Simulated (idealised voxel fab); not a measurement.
Process module, titled voxel self aligned contacts
Each square cell in cross-section cut measures 5 nm, and the section as a whole is 250 nm wide.
Reading order for cross-sections: top band down to bottom band. Underlying form: a grid of square cells. Band size: one or more rows of cells. First you get the band's top height and its bottom height, in nm, and then the materials it's made of, left to right, with each width in nm. If you see a single material with "full width", that one covers the band edge to edge. "empty" is empty space. Basically, 0 is our baseline, since under it the wafer straight out of the box is all one material. The bottom band has no lower end and keeps on going down, so it looks like "0 nm and below". Width "30 to 40": first value at the band's top row of cells, second value at its bottom row, equal change from row to row. It should be understood that the words "no modifications", when stated for a given step, signify that the cross-section underwent no change in any of its cells during that step. The list in "Enclosed void inventory" covers empty spaces of 8 cells or more that cannot reach the top through any open way, and it gives each as width x height at distance; the distance is from the left edge, and width, height and distance are in nm. Past the settings on a step's line: simulator remark, on that step. overlay nm: where the mask lay relative to plan, measured to the right, on steps with a mask; negatives go left.

**Set out below are the planned steps of the process**
1. RECEIVE: material Si
2. OXIDIZE: depth nm 5
3. DIRECTIONAL_DEP: material polySi, thk nm 25
4. DIRECTIONAL_DEP: material SiN, thk nm 25
5. DIRECTIONAL_DEP: material aC, thk nm 15
6. PATTERN: tone cover, mask id GATE, material resist, width nm 25, pitch nm 65, thk nm 30, overlay nm 0
7. DIRECTIONAL_ETCH: etch materials aC, depth nm 15
8. STRIP: etch materials resist
9. DIRECTIONAL_ETCH: etch materials SiN, depth nm 25
10. DIRECTIONAL_ETCH: etch materials polySi, depth nm 25
11. STRIP: etch materials aC
12. CONFORMAL_DEP: material SiN, thk nm 10
13. DIRECTIONAL_ETCH: etch materials SiN, depth nm 10
14. FILL_DEP: material SiO2, thk nm 15
15. CMP: height nm 60
16. PATTERN: tone open, mask id CONTACT, material resist, width nm 50, pitch nm 65, thk nm 20, overlay nm 0
17. DIRECTIONAL_ETCH: etch materials SiO2, depth nm 65
18. STRIP: etch materials resist
19. CONFORMAL_DEP: material TiN, thk nm 5
20. FILL_DEP: material W, thk nm 5
21. CMP: height nm 60
22. CONFORMAL_DEP: material SiN, thk nm 5

**The first of two wafers, run as planned**

**So this is the incoming wafer in cross-section - it's already been through step 1**
- 0 nm and below  Si full width
- Enclosed void inventory: none

**How the wafer stands in section after step 2**
- 0 nm to -5 nm  SiO2 full width
- Beneath the level -5, the cross-section is identical to its previous state.

**How the wafer stands in section after step 3**
- 25 nm to 0 nm  polySi full width
- Beneath the level 0, the cross-section is identical to its previous state.

**How the wafer stands in section after step 4**
- 50 nm to 25 nm  SiN full width
- Beneath the level 25, the cross-section is identical to its previous state.

**How the wafer stands in section after step 5**
- 65 nm to 50 nm  aC full width
- Beneath the level 50, the cross-section is identical to its previous state.

**How the wafer stands in section after step 6**
- 95 nm to 65 nm  empty 45 nm / resist 25 nm / empty 40 nm / resist 25 nm / empty 40 nm / resist 25 nm / empty 50 nm
- Beneath the level 65, the cross-section is identical to its previous state.

**How the wafer stands in section after step 7**
- 80 nm to 65 nm  empty 45 nm / resist 25 nm / empty 40 nm / resist 25 nm / empty 40 nm / resist 25 nm / empty 50 nm
- 65 nm to 50 nm  empty 45 nm / aC 25 nm / empty 40 nm / aC 25 nm / empty 40 nm / aC 25 nm / empty 50 nm
- Beneath the level 50, the cross-section is identical to its previous state.

**How the wafer stands in section after step 8**
- 65 nm to 50 nm  empty 45 nm / aC 25 nm / empty 40 nm / aC 25 nm / empty 40 nm / aC 25 nm / empty 50 nm
- Beneath the level 50, the cross-section is identical to its previous state.

**How the wafer stands in section after step 9**
- 65 nm to 50 nm  empty 45 nm / aC 25 nm / empty 40 nm / aC 25 nm / empty 40 nm / aC 25 nm / empty 50 nm
- 50 nm to 25 nm  empty 45 nm / SiN 25 nm / empty 40 nm / SiN 25 nm / empty 40 nm / SiN 25 nm / empty 50 nm
- Beneath the level 25, the cross-section is identical to its previous state.

**How the wafer stands in section after step 10**
- 65 nm to 50 nm  empty 45 nm / aC 25 nm / empty 40 nm / aC 25 nm / empty 40 nm / aC 25 nm / empty 50 nm
- 50 nm to 25 nm  empty 45 nm / SiN 25 nm / empty 40 nm / SiN 25 nm / empty 40 nm / SiN 25 nm / empty 50 nm
- 25 nm to 0 nm  empty 45 nm / polySi 25 nm / empty 40 nm / polySi 25 nm / empty 40 nm / polySi 25 nm / empty 50 nm
- Beneath the level 0, the cross-section is identical to its previous state.

**How the wafer stands in section after step 11**
- 50 nm to 25 nm  empty 45 nm / SiN 25 nm / empty 40 nm / SiN 25 nm / empty 40 nm / SiN 25 nm / empty 50 nm
- Beneath the level 25, the cross-section is identical to its previous state.

**How the wafer stands in section after step 12**
- 60 nm to 25 nm  empty 35 nm / SiN 45 nm / empty 20 nm / SiN 45 nm / empty 20 nm / SiN 45 nm / empty 40 nm
- 25 nm to 10 nm  empty 35 nm / SiN 10 nm / polySi 25 nm / SiN 10 nm / empty 20 nm / SiN 10 nm / polySi 25 nm / SiN 10 nm / empty 20 nm / SiN 10 nm / polySi 25 nm / SiN 10 nm / empty 40 nm
- 10 nm to 0 nm  SiN 45 nm / polySi 25 nm / SiN 40 nm / polySi 25 nm / SiN 40 nm / polySi 25 nm / SiN 50 nm
- Beneath the level 0, the cross-section is identical to its previous state.

**How the wafer stands in section after step 13**
- 50 nm to 25 nm  empty 35 nm / SiN 45 nm / empty 20 nm / SiN 45 nm / empty 20 nm / SiN 45 nm / empty 40 nm
- 25 nm to 0 nm  empty 35 nm / SiN 10 nm / polySi 25 nm / SiN 10 nm / empty 20 nm / SiN 10 nm / polySi 25 nm / SiN 10 nm / empty 20 nm / SiN 10 nm / polySi 25 nm / SiN 10 nm / empty 40 nm
- Beneath the level 0, the cross-section is identical to its previous state.

**How the wafer stands in section after step 14**
- 65 nm to 50 nm  SiO2 full width
- 50 nm to 25 nm  SiO2 35 nm / SiN 45 nm / SiO2 20 nm / SiN 45 nm / SiO2 20 nm / SiN 45 nm / SiO2 40 nm
- 25 nm to 0 nm  SiO2 35 nm / SiN 10 nm / polySi 25 nm / SiN 10 nm / SiO2 20 nm / SiN 10 nm / polySi 25 nm / SiN 10 nm / SiO2 20 nm / SiN 10 nm / polySi 25 nm / SiN 10 nm / SiO2 40 nm
- Beneath the level 0, the cross-section is identical to its previous state.

**How the wafer stands in section after step 15**
- 60 nm to 50 nm  SiO2 full width
- Beneath the level 50, the cross-section is identical to its previous state.

**How the wafer stands in section after step 16**
- 80 nm to 60 nm  resist 65 nm / empty 50 nm / resist 15 nm / empty 50 nm / resist 70 nm
- Beneath the level 60, the cross-section is identical to its previous state.

**How the wafer stands in section after step 17**
- 80 nm to 60 nm  resist 65 nm / empty 50 nm / resist 15 nm / empty 50 nm / resist 70 nm
- 60 nm to 50 nm  SiO2 65 nm / empty 50 nm / SiO2 15 nm / empty 50 nm / SiO2 70 nm
- 50 nm to 25 nm  SiO2 35 nm / SiN 45 nm / empty 20 nm / SiN 45 nm / empty 20 nm / SiN 45 nm / SiO2 40 nm
- 25 nm to 0 nm  SiO2 35 nm / SiN 10 nm / polySi 25 nm / SiN 10 nm / empty 20 nm / SiN 10 nm / polySi 25 nm / SiN 10 nm / empty 20 nm / SiN 10 nm / polySi 25 nm / SiN 10 nm / SiO2 40 nm
- 0 nm to -5 nm  SiO2 80 nm / empty 20 nm / SiO2 45 nm / empty 20 nm / SiO2 85 nm
- Beneath the level -5, the cross-section is identical to its previous state.

**How the wafer stands in section after step 18**
- 60 nm to 50 nm  SiO2 65 nm / empty 50 nm / SiO2 15 nm / empty 50 nm / SiO2 70 nm
- Beneath the level 50, the cross-section is identical to its previous state.

**How the wafer stands in section after step 19**
- 65 nm to 60 nm  TiN 70 nm / empty 40 nm / TiN 25 nm / empty 40 nm / TiN 75 nm
- 60 nm to 50 nm  SiO2 65 nm / TiN 5 to 20 nm / empty 40 to 10 nm / TiN 5 to 20 nm / SiO2 15 nm / TiN 5 to 20 nm / empty 40 to 10 nm / TiN 5 to 20 nm / SiO2 70 nm
- 50 nm to 25 nm  SiO2 35 nm / SiN 45 nm / TiN 5 nm / empty 10 nm / TiN 5 nm / SiN 45 nm / TiN 5 nm / empty 10 nm / TiN 5 nm / SiN 45 nm / SiO2 40 nm
- 25 nm to 0 nm  SiO2 35 nm / SiN 10 nm / polySi 25 nm / SiN 10 nm / TiN 5 nm / empty 10 nm / TiN 5 nm / SiN 10 nm / polySi 25 nm / SiN 10 nm / TiN 5 nm / empty 10 nm / TiN 5 nm / SiN 10 nm / polySi 25 nm / SiN 10 nm / SiO2 40 nm
- 0 nm to -5 nm  SiO2 80 nm / TiN 20 nm / SiO2 45 nm / TiN 20 nm / SiO2 85 nm
- Beneath the level -5, the cross-section is identical to its previous state.

**How the wafer stands in section after step 20**
- 70 nm to 65 nm  W full width
- 65 nm to 60 nm  TiN 70 nm / W 40 nm / TiN 25 nm / W 40 nm / TiN 75 nm
- 60 nm to 50 nm  SiO2 65 nm / TiN 5 to 20 nm / W 40 to 10 nm / TiN 5 to 20 nm / SiO2 15 nm / TiN 5 to 20 nm / W 40 to 10 nm / TiN 5 to 20 nm / SiO2 70 nm
- 50 nm to 25 nm  SiO2 35 nm / SiN 45 nm / TiN 5 nm / W 10 nm / TiN 5 nm / SiN 45 nm / TiN 5 nm / W 10 nm / TiN 5 nm / SiN 45 nm / SiO2 40 nm
- 25 nm to 0 nm  SiO2 35 nm / SiN 10 nm / polySi 25 nm / SiN 10 nm / TiN 5 nm / W 10 nm / TiN 5 nm / SiN 10 nm / polySi 25 nm / SiN 10 nm / TiN 5 nm / W 10 nm / TiN 5 nm / SiN 10 nm / polySi 25 nm / SiN 10 nm / SiO2 40 nm
- Beneath the level 0, the cross-section is identical to its previous state.

**How the wafer stands in section after step 21**
- 60 nm to 50 nm  SiO2 65 nm / TiN 5 to 20 nm / W 40 to 10 nm / TiN 5 to 20 nm / SiO2 15 nm / TiN 5 to 20 nm / W 40 to 10 nm / TiN 5 to 20 nm / SiO2 70 nm
- Beneath the level 50, the cross-section is identical to its previous state.

**How the wafer stands in section after step 22**
- 65 nm to 60 nm  SiN full width
- Beneath the level 60, the cross-section is identical to its previous state.

**The second wafer was prepared from the same starting point and under the same plan as the first; its processing contained one mistake, and it remains indistinguishable from the first wafer up to and including step 5**

**Second wafer: cross-section at the scheduled end of step 6**
- 95 nm to 65 nm  empty 50 nm / resist 15 nm / empty 50 nm / resist 15 nm / empty 50 nm / resist 15 nm / empty 55 nm
- Beneath the level 65, the cross-section is identical to its previous state.

**Second wafer: cross-section at the scheduled end of step 7**
- 80 nm to 65 nm  empty 50 nm / resist 15 nm / empty 50 nm / resist 15 nm / empty 50 nm / resist 15 nm / empty 55 nm
- 65 nm to 50 nm  empty 50 nm / aC 15 nm / empty 50 nm / aC 15 nm / empty 50 nm / aC 15 nm / empty 55 nm
- Beneath the level 50, the cross-section is identical to its previous state.

**Second wafer: cross-section at the scheduled end of step 8**
- 65 nm to 50 nm  empty 50 nm / aC 15 nm / empty 50 nm / aC 15 nm / empty 50 nm / aC 15 nm / empty 55 nm
- Beneath the level 50, the cross-section is identical to its previous state.

**Second wafer: cross-section at the scheduled end of step 9**
- 65 nm to 50 nm  empty 50 nm / aC 15 nm / empty 50 nm / aC 15 nm / empty 50 nm / aC 15 nm / empty 55 nm
- 50 nm to 25 nm  empty 50 nm / SiN 15 nm / empty 50 nm / SiN 15 nm / empty 50 nm / SiN 15 nm / empty 55 nm
- Beneath the level 25, the cross-section is identical to its previous state.

**Second wafer: cross-section at the scheduled end of step 10**
- 65 nm to 50 nm  empty 50 nm / aC 15 nm / empty 50 nm / aC 15 nm / empty 50 nm / aC 15 nm / empty 55 nm
- 50 nm to 25 nm  empty 50 nm / SiN 15 nm / empty 50 nm / SiN 15 nm / empty 50 nm / SiN 15 nm / empty 55 nm
- 25 nm to 0 nm  empty 50 nm / polySi 15 nm / empty 50 nm / polySi 15 nm / empty 50 nm / polySi 15 nm / empty 55 nm
- Beneath the level 0, the cross-section is identical to its previous state.

**Second wafer: cross-section at the scheduled end of step 11**
- 50 nm to 25 nm  empty 50 nm / SiN 15 nm / empty 50 nm / SiN 15 nm / empty 50 nm / SiN 15 nm / empty 55 nm
- Beneath the level 25, the cross-section is identical to its previous state.

**Second wafer: cross-section at the scheduled end of step 12**
- 60 nm to 25 nm  empty 40 nm / SiN 35 nm / empty 30 nm / SiN 35 nm / empty 30 nm / SiN 35 nm / empty 45 nm
- 25 nm to 10 nm  empty 40 nm / SiN 10 nm / polySi 15 nm / SiN 10 nm / empty 30 nm / SiN 10 nm / polySi 15 nm / SiN 10 nm / empty 30 nm / SiN 10 nm / polySi 15 nm / SiN 10 nm / empty 45 nm
- 10 nm to 0 nm  SiN 50 nm / polySi 15 nm / SiN 50 nm / polySi 15 nm / SiN 50 nm / polySi 15 nm / SiN 55 nm
- Beneath the level 0, the cross-section is identical to its previous state.

**Second wafer: cross-section at the scheduled end of step 13**
- 50 nm to 25 nm  empty 40 nm / SiN 35 nm / empty 30 nm / SiN 35 nm / empty 30 nm / SiN 35 nm / empty 45 nm
- 25 nm to 0 nm  empty 40 nm / SiN 10 nm / polySi 15 nm / SiN 10 nm / empty 30 nm / SiN 10 nm / polySi 15 nm / SiN 10 nm / empty 30 nm / SiN 10 nm / polySi 15 nm / SiN 10 nm / empty 45 nm
- Beneath the level 0, the cross-section is identical to its previous state.

**Second wafer: cross-section at the scheduled end of step 14**
- 65 nm to 50 nm  SiO2 full width
- 50 nm to 25 nm  SiO2 40 nm / SiN 35 nm / SiO2 30 nm / SiN 35 nm / SiO2 30 nm / SiN 35 nm / SiO2 45 nm
- 25 nm to 0 nm  SiO2 40 nm / SiN 10 nm / polySi 15 nm / SiN 10 nm / SiO2 30 nm / SiN 10 nm / polySi 15 nm / SiN 10 nm / SiO2 30 nm / SiN 10 nm / polySi 15 nm / SiN 10 nm / SiO2 45 nm
- Beneath the level 0, the cross-section is identical to its previous state.

**Second wafer: cross-section at the scheduled end of step 15**
- 60 nm to 50 nm  SiO2 full width
- Beneath the level 50, the cross-section is identical to its previous state.

**Second wafer: cross-section at the scheduled end of step 16**
- 80 nm to 60 nm  resist 65 nm / empty 50 nm / resist 15 nm / empty 50 nm / resist 70 nm
- Beneath the level 60, the cross-section is identical to its previous state.

**Second wafer: cross-section at the scheduled end of step 17**
- 80 nm to 60 nm  resist 65 nm / empty 50 nm / resist 15 nm / empty 50 nm / resist 70 nm
- 60 nm to 50 nm  SiO2 65 nm / empty 50 nm / SiO2 15 nm / empty 50 nm / SiO2 70 nm
- 50 nm to 25 nm  SiO2 40 nm / SiN 35 nm / empty 30 nm / SiN 35 nm / empty 30 nm / SiN 35 nm / SiO2 45 nm
- 25 nm to 0 nm  SiO2 40 nm / SiN 10 nm / polySi 15 nm / SiN 10 nm / empty 30 nm / SiN 10 nm / polySi 15 nm / SiN 10 nm / empty 30 nm / SiN 10 nm / polySi 15 nm / SiN 10 nm / SiO2 45 nm
- 0 nm to -5 nm  SiO2 75 nm / empty 30 nm / SiO2 35 nm / empty 30 nm / SiO2 80 nm
- Beneath the level -5, the cross-section is identical to its previous state.

**Second wafer: cross-section at the scheduled end of step 18**
- 60 nm to 50 nm  SiO2 65 nm / empty 50 nm / SiO2 15 nm / empty 50 nm / SiO2 70 nm
- Beneath the level 50, the cross-section is identical to its previous state.

**Second wafer: cross-section at the scheduled end of step 19**
- 65 nm to 60 nm  TiN 70 nm / empty 40 nm / TiN 25 nm / empty 40 nm / TiN 75 nm
- 60 nm to 50 nm  SiO2 65 nm / TiN 5 to 15 nm / empty 40 to 20 nm / TiN 5 to 15 nm / SiO2 15 nm / TiN 5 to 15 nm / empty 40 to 20 nm / TiN 5 to 15 nm / SiO2 70 nm
- 50 nm to 25 nm  SiO2 40 nm / SiN 35 nm / TiN 5 nm / empty 20 nm / TiN 5 nm / SiN 35 nm / TiN 5 nm / empty 20 nm / TiN 5 nm / SiN 35 nm / SiO2 45 nm
- 25 nm to 0 nm  SiO2 40 nm / SiN 10 nm / polySi 15 nm / SiN 10 nm / TiN 5 nm / empty 20 nm / TiN 5 nm / SiN 10 nm / polySi 15 nm / SiN 10 nm / TiN 5 nm / empty 20 nm / TiN 5 nm / SiN 10 nm / polySi 15 nm / SiN 10 nm / SiO2 45 nm
- 0 nm to -5 nm  SiO2 75 nm / TiN 30 nm / SiO2 35 nm / TiN 30 nm / SiO2 80 nm
- Beneath the level -5, the cross-section is identical to its previous state.

**Second wafer: cross-section at the scheduled end of step 20**
- 70 nm to 65 nm  W full width
- 65 nm to 60 nm  TiN 70 nm / W 40 nm / TiN 25 nm / W 40 nm / TiN 75 nm
- 60 nm to 50 nm  SiO2 65 nm / TiN 5 to 15 nm / W 40 to 20 nm / TiN 5 to 15 nm / SiO2 15 nm / TiN 5 to 15 nm / W 40 to 20 nm / TiN 5 to 15 nm / SiO2 70 nm
- 50 nm to 25 nm  SiO2 40 nm / SiN 35 nm / TiN 5 nm / W 20 nm / TiN 5 nm / SiN 35 nm / TiN 5 nm / W 20 nm / TiN 5 nm / SiN 35 nm / SiO2 45 nm
- 25 nm to 0 nm  SiO2 40 nm / SiN 10 nm / polySi 15 nm / SiN 10 nm / TiN 5 nm / W 20 nm / TiN 5 nm / SiN 10 nm / polySi 15 nm / SiN 10 nm / TiN 5 nm / W 20 nm / TiN 5 nm / SiN 10 nm / polySi 15 nm / SiN 10 nm / SiO2 45 nm
- Beneath the level 0, the cross-section is identical to its previous state.

**Second wafer: cross-section at the scheduled end of step 21**
- 60 nm to 50 nm  SiO2 65 nm / TiN 5 to 15 nm / W 40 to 20 nm / TiN 5 to 15 nm / SiO2 15 nm / TiN 5 to 15 nm / W 40 to 20 nm / TiN 5 to 15 nm / SiO2 70 nm
- Beneath the level 50, the cross-section is identical to its previous state.

**Second wafer: cross-section at the scheduled end of step 22**
- 65 nm to 60 nm  SiN full width
- Beneath the level 60, the cross-section is identical to its previous state.
Short version of what went wrong: step 6 did not happen as planned, as run it was PATTERN: tone cover, mask id GATE, material resist, width nm 15, pitch nm 65, thk nm 30, overlay nm 0
Materials where the second wafer ends with more or fewer cells than the first: -30 SiN | +16 SiO2 | +44 W | -30 polySi
